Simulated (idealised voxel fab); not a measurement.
Process module name: voxel transistor to metal
Cross-sectional view cut (width: 200 nm; square cell size: 5 nm).
In what follows, cross-sections appear as grids of square cells, described through bands that run from the top down, where every band is one or more rows of cells.
Within each band entry, the heights of the top and of the bottom of the band appear first, in that order and in nm; the materials of the band then follow from left to right, each with its corresponding width in nm. The designation "throughout" on a single material indicates that it fills the band from edge to edge; the designation "air" indicates empty space.
We count height from 0. Below that, the starting wafer is all one material. The lowest band never ends at the bottom but goes on down; see "0 -> down" for how that is written.
You'd read "30 to 40" like this: the band's top row of cells is as wide as the first number, its bottom row is as wide as the second, and going down, every row changes width by the same amount as the row before did.
You'll sometimes find "nothing got changed" written for a step, and that's the way of saying that nowhere in the cross-section did a cell change during that step.
"Enclosed cavity list" enumerates empty spaces isolated from the top, with no open way to it, that contain at least 8 cells, giving each as width x height at distance from the left edge, all three in nm.
Where a step's line continues beyond its settings, the continuation is a remark by the simulator itself on that step.
overlay nm: on a step with a mask, how far right of its planned place the mask lay; negative means left.

The process steps that were planned are listed below
1. RECEIVE | material Si
2. CONFORMAL_DEP | material SiO2 | thk nm 5
3. CONFORMAL_DEP | material SiN | thk nm 15
4. PATTERN | tone cover | mask id ACTIVE | material resist | width nm 105 | thk nm 15 | overlay nm 0
5. DIRECTIONAL_ETCH | etch materials SiN | depth nm 15
6. DIRECTIONAL_ETCH | etch materials SiO2 | depth nm 5
7. DIRECTIONAL_ETCH | etch materials Si | depth nm 35
8. STRIP | etch materials resist
9. OXIDIZE | depth nm 5
10. FILL_DEP | material SiO2 | thk nm 5
11. CMP | height nm 20
12. SELECTIVE_ETCH | etch materials SiO2 | depth nm 15
13. STRIP | etch materials SiN
14. SELECTIVE_ETCH | etch materials SiO2 | depth nm 5
15. OXIDIZE | depth nm 5
16. DIRECTIONAL_DEP | material polySi | thk nm 30
17. DIRECTIONAL_DEP | material SiCN | thk nm 15
18. DIRECTIONAL_DEP | material aC | thk nm 15
19. PATTERN | tone cover | mask id GATE | material resist | width nm 15 | thk nm 30 | overlay nm 0
20. DIRECTIONAL_ETCH | etch materials aC | depth nm 15
21. STRIP | etch materials resist
22. DIRECTIONAL_ETCH | etch materials SiCN | depth nm 25
23. DIRECTIONAL_ETCH | etch materials polySi | depth nm 40
24. STRIP | etch materials aC
25. CONFORMAL_DEP | material SiN | thk nm 10
26. DIRECTIONAL_ETCH | etch materials SiN | depth nm 10
27. DIRECTIONAL_ETCH | etch materials SiO2 | depth nm 5
28. DIRECTIONAL_ETCH | etch materials Si | depth nm 10
29. EPI | material pSi | thk nm 15
30. FILL_DEP | material SiO2 | thk nm 5
31. CMP | height nm 45
32. DIRECTIONAL_DEP | material SiO2 | thk nm 10
33. MASKED_ETCH | tone open | mask id CONTACT | width nm 20 | pitch nm 75 | etch materials SiO2 | depth nm 55 | overlay nm 0
34. CONFORMAL_DEP | material TiN | thk nm 5
35. FILL_DEP | material Ru | thk nm 10
36. CMP | height nm 55
37. CONFORMAL_DEP | material SiCN | thk nm 5
38. DIRECTIONAL_DEP | material SiO2 | thk nm 20
39. MASKED_ETCH | tone open | mask id METAL_1 | width nm 20 | pitch nm 75 | etch materials SiO2 | depth nm 20 | overlay nm 0
40. MASKED_ETCH | tone open | mask id METAL_1 | width nm 20 | pitch nm 75 | etch materials SiCN | depth nm 5 | overlay nm 0
41. CONFORMAL_DEP | material TiN | thk nm 5
42. FILL_DEP | material Cu | thk nm 5
43. CMP | height nm 80
44. CONFORMAL_DEP | material SiCN | thk nm 5
45. DIRECTIONAL_DEP | material lowk | thk nm 35
46. PATTERN | tone open | mask id METAL_2 | material resist | width nm 20 | pitch nm 75 | thk nm 15 | overlay nm 0
47. DIRECTIONAL_ETCH | etch materials lowk | depth nm 20
48. STRIP | etch materials resist
49. MASKED_ETCH | tone open | mask id METAL_2_HOLES | width nm 15 | pitch nm 75 | etch materials lowk | depth nm 15 | overlay nm 0
50. MASKED_ETCH | tone open | mask id METAL_2_HOLES | width nm 15 | pitch nm 75 | etch materials SiCN | depth nm 5 | overlay nm 0
51. CONFORMAL_DEP | material TiN | thk nm 5
52. FILL_DEP | material Ru | thk nm 5
53. CMP | height nm 120
54. CONFORMAL_DEP | material SiN | thk nm 5

Cross-section: wafer on arrival = after step 1
> 0 -> down: Si throughout
> Enclosed cavity list: none

One mistake in running the module, otherwise start and plan as above: cross-section at the end
> 125 -> 120: SiN throughout
> 120 -> 105: 50 of lowk | 5 of TiN | 10 of Ru | 5 of TiN | 55 of lowk | 5 of TiN | 10 of Ru | 5 of TiN | 55 of lowk
> 105 -> 100: 50 of lowk | 5 of TiN | 5 of Ru | 10 of TiN | 55 of lowk | 5 of TiN | 5 of Ru | 10 of TiN | 55 of lowk
> 100 -> 85: 50 of lowk | 5 of TiN | 5 of Ru | 5 of TiN | 60 of lowk | 5 of TiN | 5 of Ru | 5 of TiN | 60 of lowk
> 85 -> 80: 50 of SiCN | 15 of TiN | 60 of SiCN | 15 of TiN | 60 of SiCN
> 80 -> 60: 50 of SiO2 | 5 of TiN | 10 of Cu | 5 of TiN | 55 of SiO2 | 5 of TiN | 10 of Cu | 5 of TiN | 55 of SiO2
> 60 -> 55: 50 of SiCN | 20 of TiN | 55 of SiCN | 20 of TiN | 55 of SiCN
> 55 -> 45: 50 of SiO2 | 5 of TiN | 10 of Ru | 5 of TiN | 55 of SiO2 | 5 of TiN | 10 of Ru | 5 of TiN | 55 of SiO2
> 45 -> 40: 50 of SiO2 | 5 of TiN | 10 of Ru | 5 of TiN | 10 of SiO2 | 10 of SiN | 15 of SiCN | 10 of SiN | 10 of SiO2 | 5 of TiN | 10 of Ru | 5 of TiN | 55 of SiO2
> 40 -> 35: 50 of SiO2 | 20 of TiN | 10 of SiO2 | 10 of SiN | 15 of SiCN | 10 of SiN | 10 of SiO2 | 20 of TiN | 55 of SiO2
> 35 -> 30: SiCN throughout
> 30 -> 0: polySi throughout
> 0 -> -5: SiO2 throughout
> -5 -> -40: 50 of SiO2 | 95 of Si | 55 of SiO2
> -40 -> down: Si throughout
> Enclosed cavity list: none
What broke from the plan during processing? step 17 of the plan was carried out twice
